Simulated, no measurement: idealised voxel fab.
Name of the process module below: voxel ribs on slabs
Pictured: cross-section cut, 290 nm wide, on a grid of 5 nm square cells.
Notation: cross-section as square-cell grid; stated in bands, top first, going down; one or more cell rows per band.
In this notation a band is specified by the heights of its top and bottom, in that order and in nm, after which its materials appear from left to right, each paired with its width in nm. The word "throughout" attached to a single material means that material fills the band from edge to edge; the word "empty" stands for empty space.
Note: height 0 marks the level under which the wafer is uniformly one material as received. Lowest band unbounded below, written "top 0, no bottom".
A two-number width, for instance "30->40", indicates that the width is equal to the first number in the top row of the band and to the second number in the bottom row, and that it changes by a constant amount per row of cells.
Key: "nothing got changed" - step with no changed cell in the cross-section.
For the entry "Closed empty spaces", the listed items are empty spaces with no open way to the top whose size is 8 cells or more; each item follows the pattern width x height at distance, where distance is from the left edge and all three are in nm.
Heads up: the bit after the settings on a step's line is the simulator's remark on that step.
"overlay nm" on a masked step: distance the mask lay right of its planned place, negative for left.
-- Below is the list of planned process steps
| 1 | RECEIVE with material Si |
| 2 | DIRECTIONAL_DEP with material SiO2, thk nm 30 |
| 3 | DIRECTIONAL_DEP with material SiN, thk nm 15 |
| 4 | DIRECTIONAL_DEP with material aC, thk nm 15 |
| 5 | PATTERN with tone cover, mask id RIB, material resist, width nm 15, thk nm 35, overlay nm 0 |
| 6 | DIRECTIONAL_ETCH with etch materials aC, depth nm 15 |
| 7 | STRIP with etch materials resist |
| 8 | DIRECTIONAL_ETCH with etch materials SiN, depth nm 10 |
| 9 | STRIP with etch materials aC |
| 10 | DIRECTIONAL_DEP with material aC, thk nm 10 |
| 11 | PATTERN with tone cover, mask id SLAB, material resist, width nm 65, thk nm 30, overlay nm 0 |
| 12 | DIRECTIONAL_ETCH with etch materials aC, depth nm 10 |
| 13 | STRIP with etch materials resist |
| 14 | DIRECTIONAL_ETCH with etch materials SiN, depth nm 5 |
| 15 | STRIP with etch materials aC |
| 16 | FILL_DEP with material SiO2, thk nm 25 |
| 17 | CMP with height nm 65 |
| 18 | DIRECTIONAL_DEP with material TiN, thk nm 10 |
| 19 | MASKED_ETCH with tone cover, mask id HEATER, width nm 25, etch materials TiN, depth nm 10, overlay nm 0 |
| 20 | CONFORMAL_DEP with material SiO2, thk nm 5 |
-- First of two wafers: run as planned
-- Delivered wafer in cross-section: state after step 1
  top 0, no bottom = Si throughout
  Closed empty spaces: none
-- The following cross-section depicts the wafer upon completion of step 2
  top 30, bottom 0 = SiO2 throughout
  Under 0: no change, same as before.
-- The following cross-section depicts the wafer upon completion of step 3
  top 45, bottom 30 = SiN throughout
  Under 30: no change, same as before.
-- The following cross-section depicts the wafer upon completion of step 4
  top 60, bottom 45 = aC throughout
  Under 45: no change, same as before.
-- The following cross-section depicts the wafer upon completion of step 5
  top 95, bottom 60 = 135 of empty, 15 of resist, 140 of empty
  Under 60: no change, same as before.
-- The following cross-section depicts the wafer upon completion of step 6
  top 80, bottom 60 = 135 of empty, 15 of resist, 140 of empty
  top 60, bottom 45 = 135 of empty, 15 of aC, 140 of empty
  Under 45: no change, same as before.
-- The following cross-section depicts the wafer upon completion of step 7
  top 60, bottom 45 = 135 of empty, 15 of aC, 140 of empty
  Under 45: no change, same as before.
-- The following cross-section depicts the wafer upon completion of step 8
  top 60, bottom 45 = 135 of empty, 15 of aC, 140 of empty
  top 45, bottom 35 = 135 of empty, 15 of SiN, 140 of empty
  Under 35: no change, same as before.
-- The following cross-section depicts the wafer upon completion of step 9
  top 45, bottom 35 = 135 of empty, 15 of SiN, 140 of empty
  Under 35: no change, same as before.
-- The following cross-section depicts the wafer upon completion of step 10
  top 55, bottom 45 = 135 of empty, 15 of aC, 140 of empty
  top 45, bottom 35 = 135 of aC, 15 of SiN, 140 of aC
  Under 35: no change, same as before.
-- The following cross-section depicts the wafer upon completion of step 11
  top 85, bottom 55 = 110 of empty, 65 of resist, 115 of empty
  top 55, bottom 45 = 110 of empty, 25 of resist, 15 of aC, 25 of resist, 115 of empty
  Under 45: no change, same as before.
-- The following cross-section depicts the wafer upon completion of step 12
  top 75, bottom 55 = 110 of empty, 65 of resist, 115 of empty
  top 55, bottom 45 = 110 of empty, 25 of resist, 15 of aC, 25 of resist, 115 of empty
  top 45, bottom 35 = 110 of empty, 25 of aC, 15 of SiN, 25 of aC, 115 of empty
  Under 35: no change, same as before.
-- The following cross-section depicts the wafer upon completion of step 13
  top 55, bottom 45 = 135 of empty, 15 of aC, 140 of empty
  Under 45: no change, same as before.
-- The following cross-section depicts the wafer upon completion of step 14
  top 55, bottom 45 = 135 of empty, 15 of aC, 140 of empty
  top 45, bottom 35 = 110 of empty, 25 of aC, 15 of SiN, 25 of aC, 115 of empty
  top 35, bottom 30 = 110 of empty, 65 of SiN, 115 of empty
  Under 30: no change, same as before.
-- The following cross-section depicts the wafer upon completion of step 15
  top 45, bottom 35 = 135 of empty, 15 of SiN, 140 of empty
  Under 35: no change, same as before.
-- The following cross-section depicts the wafer upon completion of step 16
  top 70, bottom 45 = SiO2 throughout
  top 45, bottom 35 = 135 of SiO2, 15 of SiN, 140 of SiO2
  top 35, bottom 30 = 110 of SiO2, 65 of SiN, 115 of SiO2
  Under 30: no change, same as before.
-- The following cross-section depicts the wafer upon completion of step 17
  top 65, bottom 45 = SiO2 throughout
  Under 45: no change, same as before.
-- The following cross-section depicts the wafer upon completion of step 18
  top 75, bottom 65 = TiN throughout
  Under 65: no change, same as before.
-- The following cross-section depicts the wafer upon completion of step 19
  top 75, bottom 65 = 130 of empty, 25 of TiN, 135 of empty
  Under 65: no change, same as before.
-- The following cross-section depicts the wafer upon completion of step 20
  top 80, bottom 75 = 125 of empty, 35 of SiO2, 130 of empty
  top 75, bottom 70 = 125 of empty, 5 of SiO2, 25 of TiN, 5 of SiO2, 130 of empty
  top 70, bottom 65 = 130 of SiO2, 25 of TiN, 135 of SiO2
  Under 65: no change, same as before.
-- Wafer two of the pair: same origin, same plan, one error during the run; identical to wafer one up to and including step 18
-- when step 19 should have ended
  top 75, bottom 65 = 125 of empty, 35 of TiN, 130 of empty
  Under 65: no change, same as before.
-- when step 20 should have ended
  top 80, bottom 75 = 120 of empty, 45 of SiO2, 125 of empty
  top 75, bottom 70 = 120 of empty, 5 of SiO2, 35 of TiN, 5 of SiO2, 125 of empty
  top 70, bottom 65 = 125 of SiO2, 35 of TiN, 130 of SiO2
  Under 65: no change, same as before.
Want to know what went wrong? in deviation from the planned setting, step 19 was conducted as MASKED_ETCH with tone cover, mask id HEATER, width nm 35, etch materials TiN, depth nm 10, overlay nm 0
Counted in cells at the end, the second wafer holds more or fewer of these materials than the first: 4 more of TiN
